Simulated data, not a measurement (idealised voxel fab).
Title: Process Module voxel wiring stack
Xsec cut, 290 nm wide, square cell size 5 nm.
In this document a cross-section is written as a grid of square cells. It is given as a series of bands, listed from the top down, and a band is one or more rows of cells. Top height, bottom height, nm. Materials left to right, width each, nm. Single material + "throughout" = fills band edge to edge. "blank" = empty. Heights are expressed relative to 0, this being the level below which the as-received wafer comprises one material exclusively. The lowest band is unbounded in the downward direction and is denoted as in "0 and below". You'd read "30..40" like this: the band's top row of cells is as wide as the first number, its bottom row is as wide as the second, and going down, every row changes width by the same amount as the row before did. Where a step carries "no change occurred", the cross-section came out of it unchanged, cell for cell. Voids not open to the top, 8 cells minimum: see "Entrapped voids". Written width x height at distance; distance is from the left edge; nm. On a step's line, text after the settings is the simulator commenting on that step. Regarding "overlay nm": on a step with a mask, it is the distance the mask lay to the right of its planned place; a negative value places it to the left. In what follows, pairs of cross-sections are presented, each taken before and after one process step, with the after cross-section shown only down to the lowest band that was altered; the step, together with its settings, is stated below the pair. The pairs may stem from different runs of this module on the same starting wafer; accordingly, a pair should be taken as continuing from the one above it solely where its entry headed "Preceding state" indicates as much.
-- Preceding state
- 130 down to 125 = TiN 65 nm; blank 20 nm; TiN 25 nm; blank 20 nm; TiN 25 nm; blank 20 nm; TiN 25 nm; blank 20 nm; TiN 70 nm
- 125 down to 115 = lowk 60 nm; TiN 5 nm; blank 20 nm; TiN 5 nm; lowk 15 nm; TiN 5 nm; blank 20 nm; TiN 5 nm; lowk 15 nm; TiN 5 nm; blank 20 nm; TiN 5 nm; lowk 15 nm; TiN 5 nm; blank 20 nm; TiN 5 nm; lowk 65 nm
- 115 down to 110 = lowk 60 nm; TiN 5 nm; blank 5 nm; TiN 20 nm; lowk 15 nm; TiN 30 nm; lowk 15 nm; TiN 5 nm; blank 5 nm; TiN 20 nm; lowk 15 nm; TiN 30 nm; lowk 65 nm
- 110 down to 100 = lowk 60 nm; TiN 5 nm; blank 5 nm; TiN 5 nm; lowk 75 nm; TiN 5 nm; blank 5 nm; TiN 5 nm; lowk 125 nm
- 100 down to 95 = SiCN 60 nm; TiN 15 nm; SiCN 75 nm; TiN 15 nm; SiCN 125 nm
- 95 down to 85 = SiCN throughout
- 85 down to 65 = lowk 60 nm; TiN 5 nm; W 20 nm; TiN 5 nm; lowk 15 nm; TiN 5 nm; W 20 nm; TiN 5 nm; lowk 15 nm; TiN 5 nm; W 20 nm; TiN 5 nm; lowk 15 nm; TiN 5 nm; W 20 nm; TiN 5 nm; lowk 65 nm
- 65 down to 60 = SiCN 60 nm; TiN 30 nm; SiCN 15 nm; TiN 30 nm; SiCN 15 nm; TiN 30 nm; SiCN 15 nm; TiN 30 nm; SiCN 65 nm
- 60 down to 45 = SiO2 60 nm; Ru 15 nm; SiO2 30 nm; Ru 15 nm; SiO2 30 nm; Ru 15 nm; SiO2 30 nm; Ru 15 nm; SiO2 80 nm
- 45 down to 40 = SiCN 60 nm; Ru 15 nm; SiCN 30 nm; Ru 15 nm; SiCN 30 nm; Ru 15 nm; SiCN 30 nm; Ru 15 nm; SiCN 80 nm
- 40 down to 20 = lowk 60 nm; TiN 5 nm; Cu 20 nm; TiN 5 nm; lowk 15 nm; TiN 5 nm; Cu 20 nm; TiN 5 nm; lowk 15 nm; TiN 5 nm; Cu 20 nm; TiN 5 nm; lowk 15 nm; TiN 5 nm; Cu 20 nm; TiN 5 nm; lowk 65 nm
- 20 down to 15 = SiCN 60 nm; TiN 30 nm; SiCN 15 nm; TiN 30 nm; SiCN 15 nm; TiN 30 nm; SiCN 15 nm; TiN 30 nm; SiCN 65 nm
- 15 down to 0 = SiO2 throughout
- 0 and below = Si throughout
- Entrapped voids: none
-- Step Result
- 135 down to 130 = Cu throughout
- 130 down to 125 = TiN 65 nm; Cu 20 nm; TiN 25 nm; Cu 20 nm; TiN 25 nm; Cu 20 nm; TiN 25 nm; Cu 20 nm; TiN 70 nm
- 125 down to 115 = lowk 60 nm; TiN 5 nm; Cu 20 nm; TiN 5 nm; lowk 15 nm; TiN 5 nm; Cu 20 nm; TiN 5 nm; lowk 15 nm; TiN 5 nm; Cu 20 nm; TiN 5 nm; lowk 15 nm; TiN 5 nm; Cu 20 nm; TiN 5 nm; lowk 65 nm
- 115 down to 110 = lowk 60 nm; TiN 5 nm; Cu 5 nm; TiN 20 nm; lowk 15 nm; TiN 30 nm; lowk 15 nm; TiN 5 nm; Cu 5 nm; TiN 20 nm; lowk 15 nm; TiN 30 nm; lowk 65 nm
- 110 down to 100 = lowk 60 nm; TiN 5 nm; Cu 5 nm; TiN 5 nm; lowk 75 nm; TiN 5 nm; Cu 5 nm; TiN 5 nm; lowk 125 nm
- Under the height 100 nothing was changed.
- Entrapped voids: none
In between the before and after cross-sections above, the step is op FILL_DEP | material Cu | thk nm 5
Preceding state: The structure entering this step is exactly what the pair just above shows after its step.
-- Step Result
- 115 down to 110 = lowk 60 nm; TiN 5 nm; Cu 5 nm; TiN 20 nm; lowk 15 nm; TiN 30 nm; lowk 15 nm; TiN 5 nm; Cu 5 nm; TiN 20 nm; lowk 15 nm; TiN 30 nm; lowk 65 nm
- Under the height 110 nothing was changed.
- Entrapped voids: none
In between the before and after cross-sections above, the step is op CMP | height nm 115
Preceding state: The structure entering this step is exactly what the pair just above shows after its step.
-- Step Result
- 120 down to 115 = SiCN throughout
- Under the height 115 nothing was changed.
- Entrapped voids: none
In between the before and after cross-sections above, the step is op CONFORMAL_DEP | material SiCN | thk nm 5
-- Preceding state
- 50 down to 40 = aC throughout
- 40 down to 20 = lowk throughout
- 20 down to 15 = SiCN throughout
- 15 down to 0 = SiO2 throughout
- 0 and below = Si throughout
- Entrapped voids: none
-- Step Result
- 75 down to 50 = resist 65 nm; blank 25 nm; resist 20 nm; blank 25 nm; resist 20 nm; blank 25 nm; resist 20 nm; blank 25 nm; resist 65 nm
- Under the height 50 nothing was changed.
- Entrapped voids: none
In between the before and after cross-sections above, the step is op PATTERN | tone open | mask id METAL_1 | material resist | width nm 25 | pitch nm 45 | thk nm 25 | overlay nm 0
Preceding state: The structure entering this step is exactly what the pair just above shows after its step.
-- Step Result
- 65 down to 50 = resist 65 nm; blank 25 nm; resist 20 nm; blank 25 nm; resist 20 nm; blank 25 nm; resist 20 nm; blank 25 nm; resist 65 nm
- 50 down to 40 = aC 65 nm; blank 25 nm; aC 20 nm; blank 25 nm; aC 20 nm; blank 25 nm; aC 20 nm; blank 25 nm; aC 65 nm
- Under the height 40 nothing was changed.
- Entrapped voids: none
In between the before and after cross-sections above, the step is op DIRECTIONAL_ETCH | etch materials aC | depth nm 10
Preceding state: The structure entering this step is exactly what the pair just above shows after its step.
-- Step Result
- 50 down to 40 = aC 65 nm; blank 25 nm; aC 20 nm; blank 25 nm; aC 20 nm; blank 25 nm; aC 20 nm; blank 25 nm; aC 65 nm
- Under the height 40 nothing was changed.
- Entrapped voids: none
In between the before and after cross-sections above, the step is op STRIP | etch materials resist
Preceding state: The structure entering this step is exactly what the pair just above shows after its step.
-- Step Result
- 50 down to 40 = aC 65 nm; blank 25 nm; aC 20 nm; blank 25 nm; aC 20 nm; blank 25 nm; aC 20 nm; blank 25 nm; aC 65 nm
- 40 down to 20 = lowk 65 nm; blank 25 nm; lowk 20 nm; blank 25 nm; lowk 20 nm; blank 25 nm; lowk 20 nm; blank 25 nm; lowk 65 nm
- Under the height 20 nothing was changed.
- Entrapped voids: none
In between the before and after cross-sections above, the step is op DIRECTIONAL_ETCH | etch materials lowk | depth nm 20
Preceding state: The structure entering this step is exactly what the pair just above shows after its step.
-- Step Result
- 50 down to 40 = aC 65 nm; blank 25 nm; aC 20 nm; blank 25 nm; aC 20 nm; blank 25 nm; aC 20 nm; blank 25 nm; aC 65 nm
- 40 down to 20 = lowk 65 nm; blank 25 nm; lowk 20 nm; blank 25 nm; lowk 20 nm; blank 25 nm; lowk 20 nm; blank 25 nm; lowk 65 nm
- 20 down to 15 = SiCN 65 nm; blank 25 nm; SiCN 20 nm; blank 25 nm; SiCN 20 nm; blank 25 nm; SiCN 20 nm; blank 25 nm; SiCN 65 nm
- Under the height 15 nothing was changed.
- Entrapped voids: none
In between the before and after cross-sections above, the step is op DIRECTIONAL_ETCH | etch materials SiCN | depth nm 5
Preceding state: The structure entering this step is exactly what the pair just above shows after its step.
-- Step Result
- 40 down to 20 = lowk 65 nm; blank 25 nm; lowk 20 nm; blank 25 nm; lowk 20 nm; blank 25 nm; lowk 20 nm; blank 25 nm; lowk 65 nm
- Under the height 20 nothing was changed.
- Entrapped voids: none
In between the before and after cross-sections above, the step is op STRIP | etch materials aC
Preceding state: The structure entering this step is exactly what the pair just above shows after its step.
-- Step Result
- 45 down to 40 = TiN 70 nm; blank 15 nm; TiN 30 nm; blank 15 nm; TiN 30 nm; blank 15 nm; TiN 30 nm; blank 15 nm; TiN 70 nm
- 40 down to 20 = lowk 65 nm; TiN 5 nm; blank 15 nm; TiN 5 nm; lowk 20 nm; TiN 5 nm; blank 15 nm; TiN 5 nm; lowk 20 nm; TiN 5 nm; blank 15 nm; TiN 5 nm; lowk 20 nm; TiN 5 nm; blank 15 nm; TiN 5 nm; lowk 65 nm
- 20 down to 15 = SiCN 65 nm; TiN 25 nm; SiCN 20 nm; TiN 25 nm; SiCN 20 nm; TiN 25 nm; SiCN 20 nm; TiN 25 nm; SiCN 65 nm
- Under the height 15 nothing was changed.
- Entrapped voids: none
In between the before and after cross-sections above, the step is op CONFORMAL_DEP | material TiN | thk nm 5
Preceding state: The structure entering this step is exactly what the pair just above shows after its step.
-- Step Result
- 55 down to 45 = Cu throughout
- 45 down to 40 = TiN 70 nm; Cu 15 nm; TiN 30 nm; Cu 15 nm; TiN 30 nm; Cu 15 nm; TiN 30 nm; Cu 15 nm; TiN 70 nm
- 40 down to 20 = lowk 65 nm; TiN 5 nm; Cu 15 nm; TiN 5 nm; lowk 20 nm; TiN 5 nm; Cu 15 nm; TiN 5 nm; lowk 20 nm; TiN 5 nm; Cu 15 nm; TiN 5 nm; lowk 20 nm; TiN 5 nm; Cu 15 nm; TiN 5 nm; lowk 65 nm
- Under the height 20 nothing was changed.
- Entrapped voids: none
In between the before and after cross-sections above, the step is op FILL_DEP | material Cu | thk nm 10
Preceding state: The structure entering this step is exactly what the pair just above shows after its step.
-- Step Result
- 40 down to 20 = lowk 65 nm; TiN 5 nm; Cu 15 nm; TiN 5 nm; lowk 20 nm; TiN 5 nm; Cu 15 nm; TiN 5 nm; lowk 20 nm; TiN 5 nm; Cu 15 nm; TiN 5 nm; lowk 20 nm; TiN 5 nm; Cu 15 nm; TiN 5 nm; lowk 65 nm
- Under the height 20 nothing was changed.
- Entrapped voids: none
In between the before and after cross-sections above, the step is op CMP | height nm 40
Preceding state: The structure entering this step is exactly what the pair just above shows after its step.
-- Step Result
- 45 down to 40 = SiCN throughout
- Under the height 40 nothing was changed.
- Entrapped voids: none
In between the before and after cross-sections above, the step is op CONFORMAL_DEP | material SiCN | thk nm 5
Preceding state: The structure entering this step is exactly what the pair just above shows after its step.
-- Step Result
- 60 down to 45 = SiO2 throughout
- Under the height 45 nothing was changed.
- Entrapped voids: none
In between the before and after cross-sections above, the step is op DIRECTIONAL_DEP | material SiO2 | thk nm 15
Preceding state: The structure entering this step is exactly what the pair just above shows after its step.
-- Step Result
- 75 down to 60 = resist 60 nm; blank 15 nm; resist 30 nm; blank 15 nm; resist 30 nm; blank 15 nm; resist 30 nm; blank 15 nm; resist 80 nm
- Under the height 60 nothing was changed.
- Entrapped voids: none
In between the before and after cross-sections above, the step is op PATTERN | tone open | mask id PLUG_1 | material resist | width nm 15 | pitch nm 45 | thk nm 15 | overlay nm 0
Preceding state: The structure entering this step is exactly what the pair just above shows after its step.
-- Step Result
- 75 down to 60 = resist 60 nm; blank 15 nm; resist 30 nm; blank 15 nm; resist 30 nm; blank 15 nm; resist 30 nm; blank 15 nm; resist 80 nm
- 60 down to 45 = SiO2 60 nm; blank 15 nm; SiO2 30 nm; blank 15 nm; SiO2 30 nm; blank 15 nm; SiO2 30 nm; blank 15 nm; SiO2 80 nm
- Under the height 45 nothing was changed.
- Entrapped voids: none
In between the before and after cross-sections above, the step is op DIRECTIONAL_ETCH | etch materials SiO2 | depth nm 15
Preceding state: The structure entering this step is exactly what the pair just above shows after its step.
-- Step Result
- 75 down to 60 = resist 60 nm; blank 15 nm; resist 30 nm; blank 15 nm; resist 30 nm; blank 15 nm; resist 30 nm; blank 15 nm; resist 80 nm
- 60 down to 45 = SiO2 60 nm; blank 15 nm; SiO2 30 nm; blank 15 nm; SiO2 30 nm; blank 15 nm; SiO2 30 nm; blank 15 nm; SiO2 80 nm
- 45 down to 40 = SiCN 60 nm; blank 15 nm; SiCN 30 nm; blank 15 nm; SiCN 30 nm; blank 15 nm; SiCN 30 nm; blank 15 nm; SiCN 80 nm
- Under the height 40 nothing was changed.
- Entrapped voids: none
In between the before and after cross-sections above, the step is op DIRECTIONAL_ETCH | etch materials SiCN | depth nm 5
Preceding state: The structure entering this step is exactly what the pair just above shows after its step.
-- Step Result
- 60 down to 45 = SiO2 60 nm; blank 15 nm; SiO2 30 nm; blank 15 nm; SiO2 30 nm; blank 15 nm; SiO2 30 nm; blank 15 nm; SiO2 80 nm
- Under the height 45 nothing was changed.
- Entrapped voids: none
In between the before and after cross-sections above, the step is op STRIP | etch materials resist
Preceding state: The structure entering this step is exactly what the pair just above shows after its step.
-- Step Result
- 60 down to 50 = SiO2 60 nm; blank 15 nm; SiO2 30 nm; blank 15 nm; SiO2 30 nm; blank 15 nm; SiO2 30 nm; blank 15 nm; SiO2 80 nm
- 50 down to 45 = SiO2 60 nm; Ru 15 nm; SiO2 30 nm; Ru 15 nm; SiO2 30 nm; Ru 15 nm; SiO2 30 nm; Ru 15 nm; SiO2 80 nm
- 45 down to 40 = SiCN 60 nm; Ru 15 nm; SiCN 30 nm; Ru 15 nm; SiCN 30 nm; Ru 15 nm; SiCN 30 nm; Ru 15 nm; SiCN 80 nm
- Under the height 40 nothing was changed.
- Entrapped voids: none
In between the before and after cross-sections above, the step is op EPI | material Ru | thk nm 10
Preceding state: The structure entering this step is exactly what the pair just above shows after its step.
-- Step Result
- 60 down to 45 = SiO2 60 nm; Ru 15 nm; SiO2 30 nm; Ru 15 nm; SiO2 30 nm; Ru 15 nm; SiO2 30 nm; Ru 15 nm; SiO2 80 nm
- Under the height 45 nothing was changed.
- Entrapped voids: none
In between the before and after cross-sections above, the step is op EPI | material Ru | thk nm 10
Preceding state: The structure entering this step is exactly what the pair just above shows after its step.
-- Step Result
- 65 down to 60 = SiCN throughout
- Under the height 60 nothing was changed.
- Entrapped voids: none
In between the before and after cross-sections above, the step is op CONFORMAL_DEP | material SiCN | thk nm 5
Preceding state: The structure entering this step is exactly what the pair just above shows after its step.
-- Step Result
- 85 down to 65 = lowk throughout
- Under the height 65 nothing was changed.
- Entrapped voids: none
In between the before and after cross-sections above, the step is op DIRECTIONAL_DEP | material lowk | thk nm 20
Preceding state: The structure entering this step is exactly what the pair just above shows after its step.
-- Step Result
- 85 down to 65 = lowk 60 nm; blank 30 nm; lowk 15 nm; blank 30 nm; lowk 15 nm; blank 30 nm; lowk 15 nm; blank 30 nm; lowk 65 nm
- Under the height 65 nothing was changed.
- Entrapped voids: none
In between the before and after cross-sections above, the step is op MASKED_ETCH | tone open | mask id METAL_2 | width nm 30 | pitch nm 45 | etch materials lowk | depth nm 20 | overlay nm 0
Preceding state: The structure entering this step is exactly what the pair just above shows after its step.
-- Step Result
- 85 down to 65 = lowk 60 nm; blank 30 nm; lowk 15 nm; blank 30 nm; lowk 15 nm; blank 30 nm; lowk 15 nm; blank 30 nm; lowk 65 nm
- 65 down to 60 = SiCN 60 nm; blank 30 nm; SiCN 15 nm; blank 30 nm; SiCN 15 nm; blank 30 nm; SiCN 15 nm; blank 30 nm; SiCN 65 nm
- Under the height 60 nothing was changed.
- Entrapped voids: none
In between the before and after cross-sections above, the step is op MASKED_ETCH | tone open | mask id METAL_2 | width nm 30 | pitch nm 45 | etch materials SiCN | depth nm 5 | overlay nm 0
Preceding state: The structure entering this step is exactly what the pair just above shows after its step.
-- Step Result
- 90 down to 85 = TiN 65 nm; blank 20 nm; TiN 25 nm; blank 20 nm; TiN 25 nm; blank 20 nm; TiN 25 nm; blank 20 nm; TiN 70 nm
- 85 down to 65 = lowk 60 nm; TiN 5 nm; blank 20 nm; TiN 5 nm; lowk 15 nm; TiN 5 nm; blank 20 nm; TiN 5 nm; lowk 15 nm; TiN 5 nm; blank 20 nm; TiN 5 nm; lowk 15 nm; TiN 5 nm; blank 20 nm; TiN 5 nm; lowk 65 nm
- 65 down to 60 = SiCN 60 nm; TiN 30 nm; SiCN 15 nm; TiN 30 nm; SiCN 15 nm; TiN 30 nm; SiCN 15 nm; TiN 30 nm; SiCN 65 nm
- Under the height 60 nothing was changed.
- Entrapped voids: none
In between the before and after cross-sections above, the step is op CONFORMAL_DEP | material TiN | thk nm 5
Preceding state: The structure entering this step is exactly what the pair just above shows after its step.
-- Step Result
- 100 down to 90 = W throughout
- 90 down to 85 = TiN 65 nm; W 20 nm; TiN 25 nm; W 20 nm; TiN 25 nm; W 20 nm; TiN 25 nm; W 20 nm; TiN 70 nm
- 85 down to 65 = lowk 60 nm; TiN 5 nm; W 20 nm; TiN 5 nm; lowk 15 nm; TiN 5 nm; W 20 nm; TiN 5 nm; lowk 15 nm; TiN 5 nm; W 20 nm; TiN 5 nm; lowk 15 nm; TiN 5 nm; W 20 nm; TiN 5 nm; lowk 65 nm
- Under the height 65 nothing was changed.
- Entrapped voids: none
In between the before and after cross-sections above, the step is op FILL_DEP | material W | thk nm 10
Preceding state: The structure entering this step is exactly what the pair just above shows after its step.
-- Step Result
- 85 down to 65 = lowk 60 nm; TiN 5 nm; W 20 nm; TiN 5 nm; lowk 15 nm; TiN 5 nm; W 20 nm; TiN 5 nm; lowk 15 nm; TiN 5 nm; W 20 nm; TiN 5 nm; lowk 15 nm; TiN 5 nm; W 20 nm; TiN 5 nm; lowk 65 nm
- Under the height 65 nothing was changed.
- Entrapped voids: none
In between the before and after cross-sections above, the step is op CMP | height nm 85
Preceding state: The structure entering this step is exactly what the pair just above shows after its step.
-- Step Result
- 90 down to 85 = SiCN throughout
- Under the height 85 nothing was changed.
- Entrapped voids: none
In between the before and after cross-sections above, the step is op CONFORMAL_DEP | material SiCN | thk nm 5
Preceding state: The structure entering this step is exactly what the pair just above shows after its step.
-- Step Result
- 115 down to 90 = lowk throughout
- Under the height 90 nothing was changed.
- Entrapped voids: none
In between the before and after cross-sections above, the step is op DIRECTIONAL_DEP | material lowk | thk nm 25
Preceding state: The structure entering this step is exactly what the pair just above shows after its step.
-- Step Result
- 130 down to 115 = resist 60 nm; blank 15 nm; resist 75 nm; blank 15 nm; resist 125 nm
- Under the height 115 nothing was changed.
- Entrapped voids: none
In between the before and after cross-sections above, the step is op PATTERN | tone open | mask id METAL_3_HOLES | material resist | width nm 15 | pitch nm 90 | thk nm 15 | overlay nm 0
Preceding state: The structure entering this step is exactly what the pair just above shows after its step.
-- Step Result
- 130 down to 115 = resist 60 nm; blank 15 nm; resist 75 nm; blank 15 nm; resist 125 nm
- 115 down to 90 = lowk 60 nm; blank 15 nm; lowk 75 nm; blank 15 nm; lowk 125 nm
- Under the height 90 nothing was changed.
- Entrapped voids: none
In between the before and after cross-sections above, the step is op DIRECTIONAL_ETCH | etch materials lowk | depth nm 25
Preceding state: The structure entering this step is exactly what the pair just above shows after its step.
-- Step Result
- 115 down to 90 = lowk 60 nm; blank 15 nm; lowk 75 nm; blank 15 nm; lowk 125 nm
- Under the height 90 nothing was changed.
- Entrapped voids: none
In between the before and after cross-sections above, the step is op STRIP | etch materials resist
Preceding state: The structure entering this step is exactly what the pair just above shows after its step.
-- Step Result
- 130 down to 115 = aC 60 nm; blank 15 nm; aC 75 nm; blank 15 nm; aC 125 nm
- 115 down to 105 = lowk 60 nm; blank 15 nm; lowk 75 nm; blank 15 nm; lowk 125 nm
- 105 down to 90 = lowk 60 nm; aC 15 nm; lowk 75 nm; aC 15 nm; lowk 125 nm
- Under the height 90 nothing was changed.
- Entrapped voids: none
In between the before and after cross-sections above, the step is op DIRECTIONAL_DEP | material aC | thk nm 15
Preceding state: The structure entering this step is exactly what the pair just above shows after its step.
-- Step Result
- 165 down to 130 = resist 60 nm; blank 30 nm; resist 15 nm; blank 30 nm; resist 15 nm; blank 30 nm; resist 15 nm; blank 30 nm; resist 65 nm
- Under the height 130 nothing was changed.
- Entrapped voids: none
In between the before and after cross-sections above, the step is op PATTERN | tone open | mask id METAL_3 | material resist | width nm 30 | pitch nm 45 | thk nm 35 | overlay nm 0
Preceding state: The structure entering this step is exactly what the pair just above shows after its step.
-- Step Result
- 150 down to 130 = resist 60 nm; blank 30 nm; resist 15 nm; blank 30 nm; resist 15 nm; blank 30 nm; resist 15 nm; blank 30 nm; resist 65 nm
- 130 down to 115 = aC 60 nm; blank 30 nm; aC 15 nm; blank 30 nm; aC 15 nm; blank 30 nm; aC 15 nm; blank 30 nm; aC 65 nm
- 115 down to 90 = lowk 60 nm; blank 15 nm; lowk 75 nm; blank 15 nm; lowk 125 nm
- Under the height 90 nothing was changed.
- Entrapped voids: none
In between the before and after cross-sections above, the step is op DIRECTIONAL_ETCH | etch materials aC | depth nm 15
Preceding state: The structure entering this step is exactly what the pair just above shows after its step.
-- Step Result
- 130 down to 115 = aC 60 nm; blank 30 nm; aC 15 nm; blank 30 nm; aC 15 nm; blank 30 nm; aC 15 nm; blank 30 nm; aC 65 nm
- Under the height 115 nothing was changed.
- Entrapped voids: none
In between the before and after cross-sections above, the step is op STRIP | etch materials resist
Preceding state: The structure entering this step is exactly what the pair just above shows after its step.
-- Step Result
- 130 down to 115 = aC 60 nm; blank 30 nm; aC 15 nm; blank 30 nm; aC 15 nm; blank 30 nm; aC 15 nm; blank 30 nm; aC 65 nm
- 115 down to 100 = lowk 60 nm; blank 30 nm; lowk 15 nm; blank 30 nm; lowk 15 nm; blank 30 nm; lowk 15 nm; blank 30 nm; lowk 65 nm
- Under the height 100 nothing was changed.
- Entrapped voids: none
In between the before and after cross-sections above, the step is op DIRECTIONAL_ETCH | etch materials lowk | depth nm 15
Preceding state: The structure entering this step is exactly what the pair just above shows after its step.
-- Step Result
- 130 down to 115 = aC 60 nm; blank 30 nm; aC 15 nm; blank 30 nm; aC 15 nm; blank 30 nm; aC 15 nm; blank 30 nm; aC 65 nm
- 115 down to 100 = lowk 60 nm; blank 30 nm; lowk 15 nm; blank 30 nm; lowk 15 nm; blank 30 nm; lowk 15 nm; blank 30 nm; lowk 65 nm
- 100 down to 90 = lowk 60 nm; blank 15 nm; lowk 75 nm; blank 15 nm; lowk 125 nm
- 90 down to 85 = SiCN 60 nm; blank 15 nm; SiCN 75 nm; blank 15 nm; SiCN 125 nm
- Under the height 85 nothing was changed.
- Entrapped voids: none
In between the before and after cross-sections above, the step is op DIRECTIONAL_ETCH | etch materials SiCN | depth nm 5
Preceding state: The structure entering this step is exactly what the pair just above shows after its step.
-- Step Result
- 115 down to 100 = lowk 60 nm; blank 30 nm; lowk 15 nm; blank 30 nm; lowk 15 nm; blank 30 nm; lowk 15 nm; blank 30 nm; lowk 65 nm
- Under the height 100 nothing was changed.
- Entrapped voids: none
In between the before and after cross-sections above, the step is op STRIP | etch materials aC
Preceding state: The structure entering this step is exactly what the pair just above shows after its step.
-- Step Result
- 120 down to 115 = TiN 65 nm; blank 20 nm; TiN 25 nm; blank 20 nm; TiN 25 nm; blank 20 nm; TiN 25 nm; blank 20 nm; TiN 70 nm
- 115 down to 105 = lowk 60 nm; TiN 5 nm; blank 20 nm; TiN 5 nm; lowk 15 nm; TiN 5 nm; blank 20 nm; TiN 5 nm; lowk 15 nm; TiN 5 nm; blank 20 nm; TiN 5 nm; lowk 15 nm; TiN 5 nm; blank 20 nm; TiN 5 nm; lowk 65 nm
- 105 down to 100 = lowk 60 nm; TiN 5 nm; blank 5 nm; TiN 20 nm; lowk 15 nm; TiN 30 nm; lowk 15 nm; TiN 5 nm; blank 5 nm; TiN 20 nm; lowk 15 nm; TiN 30 nm; lowk 65 nm
- 100 down to 90 = lowk 60 nm; TiN 5 nm; blank 5 nm; TiN 5 nm; lowk 75 nm; TiN 5 nm; blank 5 nm; TiN 5 nm; lowk 125 nm
- 90 down to 85 = SiCN 60 nm; TiN 15 nm; SiCN 75 nm; TiN 15 nm; SiCN 125 nm
- Under the height 85 nothing was changed.
- Entrapped voids: none
In between the before and after cross-sections above, the step is op CONFORMAL_DEP | material TiN | thk nm 5
Preceding state: The structure entering this step is exactly what the pair just above shows after its step.
-- Step Result
- 125 down to 120 = Cu throughout
- 120 down to 115 = TiN 65 nm; Cu 20 nm; TiN 25 nm; Cu 20 nm; TiN 25 nm; Cu 20 nm; TiN 25 nm; Cu 20 nm; TiN 70 nm
- 115 down to 105 = lowk 60 nm; TiN 5 nm; Cu 20 nm; TiN 5 nm; lowk 15 nm; TiN 5 nm; Cu 20 nm; TiN 5 nm; lowk 15 nm; TiN 5 nm; Cu 20 nm; TiN 5 nm; lowk 15 nm; TiN 5 nm; Cu 20 nm; TiN 5 nm; lowk 65 nm
- 105 down to 100 = lowk 60 nm; TiN 5 nm; Cu 5 nm; TiN 20 nm; lowk 15 nm; TiN 30 nm; lowk 15 nm; TiN 5 nm; Cu 5 nm; TiN 20 nm; lowk 15 nm; TiN 30 nm; lowk 65 nm
- 100 down to 90 = lowk 60 nm; TiN 5 nm; Cu 5 nm; TiN 5 nm; lowk 75 nm; TiN 5 nm; Cu 5 nm; TiN 5 nm; lowk 125 nm
- Under the height 90 nothing was changed.
- Entrapped voids: none
In between the before and after cross-sections above, the step is op FILL_DEP | material Cu | thk nm 5
Preceding state: The structure entering this step is exactly what the pair just above shows after its step.
-- Step Result
- 115 down to 105 = lowk 60 nm; TiN 5 nm; Cu 20 nm; TiN 5 nm; lowk 15 nm; TiN 5 nm; Cu 20 nm; TiN 5 nm; lowk 15 nm; TiN 5 nm; Cu 20 nm; TiN 5 nm; lowk 15 nm; TiN 5 nm; Cu 20 nm; TiN 5 nm; lowk 65 nm
- Under the height 105 nothing was changed.
- Entrapped voids: none
In between the before and after cross-sections above, the step is op CMP | height nm 115
Preceding state: The structure entering this step is exactly what the pair just above shows after its step.
-- Step Result
- 120 down to 115 = SiCN throughout
- Under the height 115 nothing was changed.
- Entrapped voids: none
In between the before and after cross-sections above, the step is op CONFORMAL_DEP | material SiCN | thk nm 5
-- Preceding state
- 115 down to 90 = lowk throughout
- 90 down to 85 = SiCN throughout
- 85 down to 65 = lowk 60 nm; TiN 5 nm; W 20 nm; TiN 5 nm; lowk 15 nm; TiN 5 nm; W 20 nm; TiN 5 nm; lowk 15 nm; TiN 5 nm; W 20 nm; TiN 5 nm; lowk 15 nm; TiN 5 nm; W 20 nm; TiN 5 nm; lowk 65 nm
- 65 down to 60 = SiCN 60 nm; TiN 30 nm; SiCN 15 nm; TiN 30 nm; SiCN 15 nm; TiN 30 nm; SiCN 15 nm; TiN 30 nm; SiCN 65 nm
- 60 down to 45 = SiO2 60 nm; Ru 15 nm; SiO2 30 nm; Ru 15 nm; SiO2 30 nm; Ru 15 nm; SiO2 30 nm; Ru 15 nm; SiO2 80 nm
- 45 down to 40 = SiCN 60 nm; Ru 15 nm; SiCN 30 nm; Ru 15 nm; SiCN 30 nm; Ru 15 nm; SiCN 30 nm; Ru 15 nm; SiCN 80 nm
- 40 down to 20 = lowk 60 nm; TiN 5 nm; Cu 20 nm; TiN 5 nm; lowk 15 nm; TiN 5 nm; Cu 20 nm; TiN 5 nm; lowk 15 nm; TiN 5 nm; Cu 20 nm; TiN 5 nm; lowk 15 nm; TiN 5 nm; Cu 20 nm; TiN 5 nm; lowk 65 nm
- 20 down to 15 = SiCN 60 nm; TiN 30 nm; SiCN 15 nm; TiN 30 nm; SiCN 15 nm; TiN 30 nm; SiCN 15 nm; TiN 30 nm; SiCN 65 nm
- 15 down to 0 = SiO2 throughout
- 0 and below = Si throughout
- Entrapped voids: none
-- Step Result
- 130 down to 115 = resist 70 nm; blank 15 nm; resist 75 nm; blank 15 nm; resist 115 nm
- Under the height 115 nothing was changed.
- Entrapped voids: none
In between the before and after cross-sections above, the step is op PATTERN | tone open | mask id METAL_3_HOLES | material resist | width nm 15 | pitch nm 90 | thk nm 15 | overlay nm 10
Preceding state: The structure entering this step is exactly what the pair just above shows after its step.
-- Step Result
- 130 down to 115 = resist 70 nm; blank 15 nm; resist 75 nm; blank 15 nm; resist 115 nm
- 115 down to 90 = lowk 70 nm; blank 15 nm; lowk 75 nm; blank 15 nm; lowk 115 nm
- Under the height 90 nothing was changed.
- Entrapped voids: none
In between the before and after cross-sections above, the step is op DIRECTIONAL_ETCH | etch materials lowk | depth nm 25
Preceding state: The structure entering this step is exactly what the pair just above shows after its step.
-- Step Result
- 115 down to 90 = lowk 70 nm; blank 15 nm; lowk 75 nm; blank 15 nm; lowk 115 nm
- Under the height 90 nothing was changed.
- Entrapped voids: none
In between the before and after cross-sections above, the step is op STRIP | etch materials resist
Preceding state: The structure entering this step is exactly what the pair just above shows after its step.
-- Step Result
- 130 down to 115 = aC 70 nm; blank 15 nm; aC 75 nm; blank 15 nm; aC 115 nm
- 115 down to 105 = lowk 70 nm; blank 15 nm; lowk 75 nm; blank 15 nm; lowk 115 nm
- 105 down to 90 = lowk 70 nm; aC 15 nm; lowk 75 nm; aC 15 nm; lowk 115 nm
- Under the height 90 nothing was changed.
- Entrapped voids: none
In between the before and after cross-sections above, the step is op DIRECTIONAL_DEP | material aC | thk nm 15
Preceding state: The structure entering this step is exactly what the pair just above shows after its step.
-- Step Result
- 165 down to 130 = resist 60 nm; blank 30 nm; resist 15 nm; blank 30 nm; resist 15 nm; blank 30 nm; resist 15 nm; blank 30 nm; resist 65 nm
- Under the height 130 nothing was changed.
- Entrapped voids: none
In between the before and after cross-sections above, the step is op PATTERN | tone open | mask id METAL_3 | material resist | width nm 30 | pitch nm 45 | thk nm 35 | overlay nm 0
